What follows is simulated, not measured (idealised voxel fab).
Proc. module: voxel self aligned contacts
The width of the displayed cross-section, cut, is 280 nm; its cells are square, with a size of 5 nm.
Each cross-section below is a grid of square cells, stated as bands in top-down order, with one or more rows of cells making up each band.
Per band: top height and bottom height in nm, followed by the left-to-right materials and their widths in nm; "everywhere" marks a single material spanning edge to edge, "air" marks empty space.
Measure heights from 0. That's the level where, below it, the as-received wafer is all one material. The lowest band is bottomless and extends downward; write it as in "top 0, no bottom".
The two numbers in a width such as "30->40" mark its ends across the band: the first belongs to the top row of cells, the second to the bottom row, and from each row to the next the width moves by the same amount.
Given "left unchanged" for a step, no cell of the cross-section differs between before and after that step.
Listed in "Trapped void list": every empty space of 8 or more cells without an open way to the top. Form: width x height at distance, the distance being from the left edge, all in nm.
Step line, after settings: the simulator's comment on this step.
"overlay nm" on a masked step: distance the mask lay right of its planned place, negative for left.
PLANNED STEP LIST FOR THE PROCESS
1,RECEIVE [material Si]
2,OXIDIZE [depth nm 5]
3,DIRECTIONAL_DEP [material polySi] [thk nm 20]
4,DIRECTIONAL_DEP [material SiN] [thk nm 25]
5,DIRECTIONAL_DEP [material aC] [thk nm 10]
6,PATTERN [tone cover] [mask id GATE] [material resist] [width nm 30] [pitch nm 75] [thk nm 25] [overlay nm 0]
7,DIRECTIONAL_ETCH [etch materials aC] [depth nm 10]
8,STRIP [etch materials resist]
9,DIRECTIONAL_ETCH [etch materials SiN] [depth nm 25]
10,DIRECTIONAL_ETCH [etch materials polySi] [depth nm 20]
11,STRIP [etch materials aC]
12,CONFORMAL_DEP [material SiN] [thk nm 10]
13,DIRECTIONAL_ETCH [etch materials SiN] [depth nm 10]
14,FILL_DEP [material SiO2] [thk nm 15]
15,CMP [height nm 55]
16,PATTERN [tone open] [mask id CONTACT] [material resist] [width nm 55] [thk nm 15] [overlay nm 0]
17,DIRECTIONAL_ETCH [etch materials SiO2] [depth nm 60]
18,STRIP [etch materials resist]
19,CONFORMAL_DEP [material TiN] [thk nm 5]
20,FILL_DEP [material W] [thk nm 10]
21,CMP [height nm 55]
22,CONFORMAL_DEP [material SiCN] [thk nm 5]
ON THE FIRST OF THE TWO WAFERS: RUN CONDUCTED ACCORDING TO PLAN
AS RECEIVED, AFTER STEP 1
  top 0, no bottom = Si everywhere
  Trapped void list: none
THE WAFER, SEEN IN CROSS-SECTION, AFTER STEP 2
  top 0, bottom -5 = SiO2 everywhere
  For the remainder of the cross-section, below -5, there is no change.
THE WAFER, SEEN IN CROSS-SECTION, AFTER STEP 3
  top 20, bottom 0 = polySi everywhere
  For the remainder of the cross-section, below 0, there is no change.
THE WAFER, SEEN IN CROSS-SECTION, AFTER STEP 4
  top 45, bottom 20 = SiN everywhere
  For the remainder of the cross-section, below 20, there is no change.
THE WAFER, SEEN IN CROSS-SECTION, AFTER STEP 5
  top 55, bottom 45 = aC everywhere
  For the remainder of the cross-section, below 45, there is no change.
THE WAFER, SEEN IN CROSS-SECTION, AFTER STEP 6
  top 80, bottom 55 = 85 air | 30 resist | 45 air | 30 resist | 90 air
  For the remainder of the cross-section, below 55, there is no change.
THE WAFER, SEEN IN CROSS-SECTION, AFTER STEP 7
  top 70, bottom 55 = 85 air | 30 resist | 45 air | 30 resist | 90 air
  top 55, bottom 45 = 85 air | 30 aC | 45 air | 30 aC | 90 air
  For the remainder of the cross-section, below 45, there is no change.
THE WAFER, SEEN IN CROSS-SECTION, AFTER STEP 8
  top 55, bottom 45 = 85 air | 30 aC | 45 air | 30 aC | 90 air
  For the remainder of the cross-section, below 45, there is no change.
THE WAFER, SEEN IN CROSS-SECTION, AFTER STEP 9
  top 55, bottom 45 = 85 air | 30 aC | 45 air | 30 aC | 90 air
  top 45, bottom 20 = 85 air | 30 SiN | 45 air | 30 SiN | 90 air
  For the remainder of the cross-section, below 20, there is no change.
THE WAFER, SEEN IN CROSS-SECTION, AFTER STEP 10
  top 55, bottom 45 = 85 air | 30 aC | 45 air | 30 aC | 90 air
  top 45, bottom 20 = 85 air | 30 SiN | 45 air | 30 SiN | 90 air
  top 20, bottom 0 = 85 air | 30 polySi | 45 air | 30 polySi | 90 air
  For the remainder of the cross-section, below 0, there is no change.
THE WAFER, SEEN IN CROSS-SECTION, AFTER STEP 11
  top 45, bottom 20 = 85 air | 30 SiN | 45 air | 30 SiN | 90 air
  For the remainder of the cross-section, below 20, there is no change.
THE WAFER, SEEN IN CROSS-SECTION, AFTER STEP 12
  top 55, bottom 20 = 75 air | 50 SiN | 25 air | 50 SiN | 80 air
  top 20, bottom 10 = 75 air | 10 SiN | 30 polySi | 10 SiN | 25 air | 10 SiN | 30 polySi | 10 SiN | 80 air
  top 10, bottom 0 = 85 SiN | 30 polySi | 45 SiN | 30 polySi | 90 SiN
  For the remainder of the cross-section, below 0, there is no change.
THE WAFER, SEEN IN CROSS-SECTION, AFTER STEP 13
  top 45, bottom 20 = 75 air | 50 SiN | 25 air | 50 SiN | 80 air
  top 20, bottom 0 = 75 air | 10 SiN | 30 polySi | 10 SiN | 25 air | 10 SiN | 30 polySi | 10 SiN | 80 air
  For the remainder of the cross-section, below 0, there is no change.
THE WAFER, SEEN IN CROSS-SECTION, AFTER STEP 14
  top 60, bottom 45 = SiO2 everywhere
  top 45, bottom 20 = 75 SiO2 | 50 SiN | 25 SiO2 | 50 SiN | 80 SiO2
  top 20, bottom 0 = 75 SiO2 | 10 SiN | 30 polySi | 10 SiN | 25 SiO2 | 10 SiN | 30 polySi | 10 SiN | 80 SiO2
  For the remainder of the cross-section, below 0, there is no change.
THE WAFER, SEEN IN CROSS-SECTION, AFTER STEP 15
  top 55, bottom 45 = SiO2 everywhere
  For the remainder of the cross-section, below 45, there is no change.
THE WAFER, SEEN IN CROSS-SECTION, AFTER STEP 16
  top 70, bottom 55 = 110 resist | 55 air | 115 resist
  For the remainder of the cross-section, below 55, there is no change.
THE WAFER, SEEN IN CROSS-SECTION, AFTER STEP 17
  top 70, bottom 55 = 110 resist | 55 air | 115 resist
  top 55, bottom 45 = 110 SiO2 | 55 air | 115 SiO2
  top 45, bottom 20 = 75 SiO2 | 50 SiN | 25 air | 50 SiN | 80 SiO2
  top 20, bottom 0 = 75 SiO2 | 10 SiN | 30 polySi | 10 SiN | 25 air | 10 SiN | 30 polySi | 10 SiN | 80 SiO2
  top 0, bottom -5 = 125 SiO2 | 25 air | 130 SiO2
  For the remainder of the cross-section, below -5, there is no change.
THE WAFER, SEEN IN CROSS-SECTION, AFTER STEP 18
  top 55, bottom 45 = 110 SiO2 | 55 air | 115 SiO2
  For the remainder of the cross-section, below 45, there is no change.
THE WAFER, SEEN IN CROSS-SECTION, AFTER STEP 19
  top 60, bottom 55 = 115 TiN | 45 air | 120 TiN
  top 55, bottom 45 = 110 SiO2 | 5->20 TiN | 45->15 air | 5->20 TiN | 115 SiO2
  top 45, bottom 20 = 75 SiO2 | 50 SiN | 5 TiN | 15 air | 5 TiN | 50 SiN | 80 SiO2
  top 20, bottom 0 = 75 SiO2 | 10 SiN | 30 polySi | 10 SiN | 5 TiN | 15 air | 5 TiN | 10 SiN | 30 polySi | 10 SiN | 80 SiO2
  top 0, bottom -5 = 125 SiO2 | 25 TiN | 130 SiO2
  For the remainder of the cross-section, below -5, there is no change.
THE WAFER, SEEN IN CROSS-SECTION, AFTER STEP 20
  top 70, bottom 60 = W everywhere
  top 60, bottom 55 = 115 TiN | 45 W | 120 TiN
  top 55, bottom 45 = 110 SiO2 | 5->20 TiN | 45->15 W | 5->20 TiN | 115 SiO2
  top 45, bottom 20 = 75 SiO2 | 50 SiN | 5 TiN | 15 W | 5 TiN | 50 SiN | 80 SiO2
  top 20, bottom 0 = 75 SiO2 | 10 SiN | 30 polySi | 10 SiN | 5 TiN | 15 W | 5 TiN | 10 SiN | 30 polySi | 10 SiN | 80 SiO2
  For the remainder of the cross-section, below 0, there is no change.
THE WAFER, SEEN IN CROSS-SECTION, AFTER STEP 21
  top 55, bottom 45 = 110 SiO2 | 5->20 TiN | 45->15 W | 5->20 TiN | 115 SiO2
  For the remainder of the cross-section, below 45, there is no change.
THE WAFER, SEEN IN CROSS-SECTION, AFTER STEP 22
  top 60, bottom 55 = SiCN everywhere
  For the remainder of the cross-section, below 55, there is no change.
REGARDING THE SECOND OF THE TWO WAFERS: IT SHARED THE FIRST WAFER'S STARTING CONDITION AND PROCESS PLAN, YET ONE ERROR OCCURRED DURING ITS EXECUTION. ITS HISTORY COINCIDES WITH THAT OF THE FIRST WAFER UP TO AND INCLUDING STEP 5
THE SECOND WAFER CUT THROUGH, AT THE TIME STEP 6 WAS SUPPOSED TO BE FINISHED
  top 80, bottom 55 = 80 air | 30 resist | 45 air | 30 resist | 95 air
  For the remainder of the cross-section, below 55, there is no change.
THE SECOND WAFER CUT THROUGH, AT THE TIME STEP 7 WAS SUPPOSED TO BE FINISHED
  top 70, bottom 55 = 80 air | 30 resist | 45 air | 30 resist | 95 air
  top 55, bottom 45 = 80 air | 30 aC | 45 air | 30 aC | 95 air
  For the remainder of the cross-section, below 45, there is no change.
THE SECOND WAFER CUT THROUGH, AT THE TIME STEP 8 WAS SUPPOSED TO BE FINISHED
  top 55, bottom 45 = 80 air | 30 aC | 45 air | 30 aC | 95 air
  For the remainder of the cross-section, below 45, there is no change.
THE SECOND WAFER CUT THROUGH, AT THE TIME STEP 9 WAS SUPPOSED TO BE FINISHED
  top 55, bottom 45 = 80 air | 30 aC | 45 air | 30 aC | 95 air
  top 45, bottom 20 = 80 air | 30 SiN | 45 air | 30 SiN | 95 air
  For the remainder of the cross-section, below 20, there is no change.
THE SECOND WAFER CUT THROUGH, AT THE TIME STEP 10 WAS SUPPOSED TO BE FINISHED
  top 55, bottom 45 = 80 air | 30 aC | 45 air | 30 aC | 95 air
  top 45, bottom 20 = 80 air | 30 SiN | 45 air | 30 SiN | 95 air
  top 20, bottom 0 = 80 air | 30 polySi | 45 air | 30 polySi | 95 air
  For the remainder of the cross-section, below 0, there is no change.
THE SECOND WAFER CUT THROUGH, AT THE TIME STEP 11 WAS SUPPOSED TO BE FINISHED
  top 45, bottom 20 = 80 air | 30 SiN | 45 air | 30 SiN | 95 air
  For the remainder of the cross-section, below 20, there is no change.
THE SECOND WAFER CUT THROUGH, AT THE TIME STEP 12 WAS SUPPOSED TO BE FINISHED
  top 55, bottom 20 = 70 air | 50 SiN | 25 air | 50 SiN | 85 air
  top 20, bottom 10 = 70 air | 10 SiN | 30 polySi | 10 SiN | 25 air | 10 SiN | 30 polySi | 10 SiN | 85 air
  top 10, bottom 0 = 80 SiN | 30 polySi | 45 SiN | 30 polySi | 95 SiN
  For the remainder of the cross-section, below 0, there is no change.
THE SECOND WAFER CUT THROUGH, AT THE TIME STEP 13 WAS SUPPOSED TO BE FINISHED
  top 45, bottom 20 = 70 air | 50 SiN | 25 air | 50 SiN | 85 air
  top 20, bottom 0 = 70 air | 10 SiN | 30 polySi | 10 SiN | 25 air | 10 SiN | 30 polySi | 10 SiN | 85 air
  For the remainder of the cross-section, below 0, there is no change.
THE SECOND WAFER CUT THROUGH, AT THE TIME STEP 14 WAS SUPPOSED TO BE FINISHED
  top 60, bottom 45 = SiO2 everywhere
  top 45, bottom 20 = 70 SiO2 | 50 SiN | 25 SiO2 | 50 SiN | 85 SiO2
  top 20, bottom 0 = 70 SiO2 | 10 SiN | 30 polySi | 10 SiN | 25 SiO2 | 10 SiN | 30 polySi | 10 SiN | 85 SiO2
  For the remainder of the cross-section, below 0, there is no change.
THE SECOND WAFER CUT THROUGH, AT THE TIME STEP 15 WAS SUPPOSED TO BE FINISHED
  top 55, bottom 45 = SiO2 everywhere
  For the remainder of the cross-section, below 45, there is no change.
THE SECOND WAFER CUT THROUGH, AT THE TIME STEP 16 WAS SUPPOSED TO BE FINISHED
  top 70, bottom 55 = 110 resist | 55 air | 115 resist
  For the remainder of the cross-section, below 55, there is no change.
THE SECOND WAFER CUT THROUGH, AT THE TIME STEP 17 WAS SUPPOSED TO BE FINISHED
  top 70, bottom 55 = 110 resist | 55 air | 115 resist
  top 55, bottom 45 = 110 SiO2 | 55 air | 115 SiO2
  top 45, bottom 20 = 70 SiO2 | 50 SiN | 25 air | 50 SiN | 85 SiO2
  top 20, bottom 0 = 70 SiO2 | 10 SiN | 30 polySi | 10 SiN | 25 air | 10 SiN | 30 polySi | 10 SiN | 85 SiO2
  top 0, bottom -5 = 120 SiO2 | 25 air | 135 SiO2
  For the remainder of the cross-section, below -5, there is no change.
THE SECOND WAFER CUT THROUGH, AT THE TIME STEP 18 WAS SUPPOSED TO BE FINISHED
  top 55, bottom 45 = 110 SiO2 | 55 air | 115 SiO2
  For the remainder of the cross-section, below 45, there is no change.
THE SECOND WAFER CUT THROUGH, AT THE TIME STEP 19 WAS SUPPOSED TO BE FINISHED
  top 60, bottom 55 = 115 TiN | 45 air | 120 TiN
  top 55, bottom 45 = 110 SiO2 | 5->15 TiN | 45->15 air | 5->25 TiN | 115 SiO2
  top 45, bottom 20 = 70 SiO2 | 50 SiN | 5 TiN | 15 air | 5 TiN | 50 SiN | 85 SiO2
  top 20, bottom 0 = 70 SiO2 | 10 SiN | 30 polySi | 10 SiN | 5 TiN | 15 air | 5 TiN | 10 SiN | 30 polySi | 10 SiN | 85 SiO2
  top 0, bottom -5 = 120 SiO2 | 25 TiN | 135 SiO2
  For the remainder of the cross-section, below -5, there is no change.
THE SECOND WAFER CUT THROUGH, AT THE TIME STEP 20 WAS SUPPOSED TO BE FINISHED
  top 70, bottom 60 = W everywhere
  top 60, bottom 55 = 115 TiN | 45 W | 120 TiN
  top 55, bottom 45 = 110 SiO2 | 5->15 TiN | 45->15 W | 5->25 TiN | 115 SiO2
  top 45, bottom 20 = 70 SiO2 | 50 SiN | 5 TiN | 15 W | 5 TiN | 50 SiN | 85 SiO2
  top 20, bottom 0 = 70 SiO2 | 10 SiN | 30 polySi | 10 SiN | 5 TiN | 15 W | 5 TiN | 10 SiN | 30 polySi | 10 SiN | 85 SiO2
  For the remainder of the cross-section, below 0, there is no change.
THE SECOND WAFER CUT THROUGH, AT THE TIME STEP 21 WAS SUPPOSED TO BE FINISHED
  top 55, bottom 45 = 110 SiO2 | 5->15 TiN | 45->15 W | 5->25 TiN | 115 SiO2
  For the remainder of the cross-section, below 45, there is no change.
THE SECOND WAFER CUT THROUGH, AT THE TIME STEP 22 WAS SUPPOSED TO BE FINISHED
  top 60, bottom 55 = SiCN everywhere
  For the remainder of the cross-section, below 55, there is no change.
Nonconformance to the process plan: so step 6 ended up running with a different setting than we planned, it ran as PATTERN [tone cover] [mask id GATE] [material resist] [width nm 30] [pitch nm 75] [thk nm 25] [overlay nm -5]
Tallied in cells, the final second wafer holds each material in the same quantity as the first, although not at the same places.
